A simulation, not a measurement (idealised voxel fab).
process module | voxel capacitor over wiring
cross-section cut | 300 nm wide | cells 5 nm
A cross-section is a grid of square cells, given in bands from the top down. A band is one or more rows of cells.
Each band's line starts with the height of the band's top and of its bottom, in nm. Then come its materials from left to right, each with its width in nm. One material with "throughout" fills the band from edge to edge. "air" is empty space.
Height 0 is the level under which the wafer as received is all one material. The lowest band goes on downwards, as in "0 down".
A width such as "30 to 40" changes by the same amount from each row of cells to the next, from the band's top row to its bottom row.
"no change" after a step means that no cell of the cross-section changed.
closed voids: empty space of 8 cells or more with no open way to the top, each as width x height at its distance from the left edge, in nm
after a step's settings: what the simulator itself notes on the step
overlay nm, on a step with a mask: how far to the right of its planned place the mask lay; to the left if negative
plan
1 op RECEIVE | material Si
2 op CONFORMAL_DEP | material SiO2 | thk nm 10
3 op CONFORMAL_DEP | material SiN | thk nm 5
4 op DIRECTIONAL_DEP | material SiO2 | thk nm 15
5 op PATTERN | tone open | mask id METAL_1 | material resist | width nm 25 | pitch nm 90 | thk nm 20 | overlay nm 0
6 op DIRECTIONAL_ETCH | etch materials SiO2 | depth nm 15
7 op DIRECTIONAL_ETCH | etch materials SiN | depth nm 5
8 op STRIP | etch materials resist
9 op CONFORMAL_DEP | material TiN | thk nm 5
10 op FILL_DEP | material Cu | thk nm 5
11 op CMP | height nm 30
12 op CONFORMAL_DEP | material SiCN | thk nm 5
13 op DIRECTIONAL_DEP | material lowk | thk nm 10
14 op MASKED_ETCH | tone open | mask id PLUG_1 | width nm 15 | etch materials lowk | depth nm 10 | overlay nm 0
15 op MASKED_ETCH | tone open | mask id PLUG_1 | width nm 15 | etch materials SiCN | depth nm 5 | overlay nm 0
16 op EPI | material Ru | thk nm 10
17 op EPI | material Ru | thk nm 5
18 op DIRECTIONAL_DEP | material TiN | thk nm 5
19 op DIRECTIONAL_DEP | material HfO2 | thk nm 5
20 op DIRECTIONAL_DEP | material TiN | thk nm 5
21 op PATTERN | tone cover | mask id UPPER_PLATE | material resist | width nm 70 | thk nm 15 | overlay nm 0
22 op DIRECTIONAL_ETCH | etch materials TiN | depth nm 5
23 op DIRECTIONAL_ETCH | etch materials HfO2 | depth nm 5
24 op STRIP | etch materials resist
25 op MASKED_ETCH | tone cover | mask id LOWER_PLATE | width nm 80 | etch materials TiN | depth nm 5 | overlay nm 0
26 op FILL_DEP | material SiO2 | thk nm 20
27 op CMP | height nm 75
28 op MASKED_ETCH | tone open | mask id PLUG_2 | width nm 15 | etch materials SiO2 | depth nm 15 | overlay nm 0
29 op CONFORMAL_DEP | material TiN | thk nm 5
30 op FILL_DEP | material Cu | thk nm 5
31 op CMP | height nm 75
32 op CONFORMAL_DEP | material SiN | thk nm 5
as received, after step 1
  0 down: Si throughout
  closed voids: none
a wafer at the end: this start, this plan, one mistake
  80 to 75: SiN throughout
  75 to 65: SiO2 110 | TiN 5 | Cu 5 | TiN 5 | SiO2 175
  65 to 55: SiO2 110 to 100 | TiN 15 | SiO2 175 to 185
  55 to 50: SiO2 100 | HfO2 15 | SiO2 185
  50 to 45: SiO2 100 | TiN 70 | SiO2 130
  45 to 40: SiO2 100 | lowk 15 | HfO2 55 | SiO2 130
  40 to 35: SiO2 95 | TiN 5 | lowk 15 | TiN 60 | SiO2 125
  35 to 30: SiCN throughout
  30 to 15: SiO2 90 | TiN 5 | Cu 15 | TiN 5 | SiO2 65 | TiN 5 | Cu 15 | TiN 5 | SiO2 95
  15 to 10: SiN 90 | TiN 25 | SiN 65 | TiN 25 | SiN 95
  10 to 0: SiO2 throughout
  0 down: Si throughout
  closed voids: none
what went wrong: step 14 ran as: op MASKED_ETCH | tone cover | mask id PLUG_1 | width nm 15 | etch materials lowk | depth nm 10 | overlay nm 0
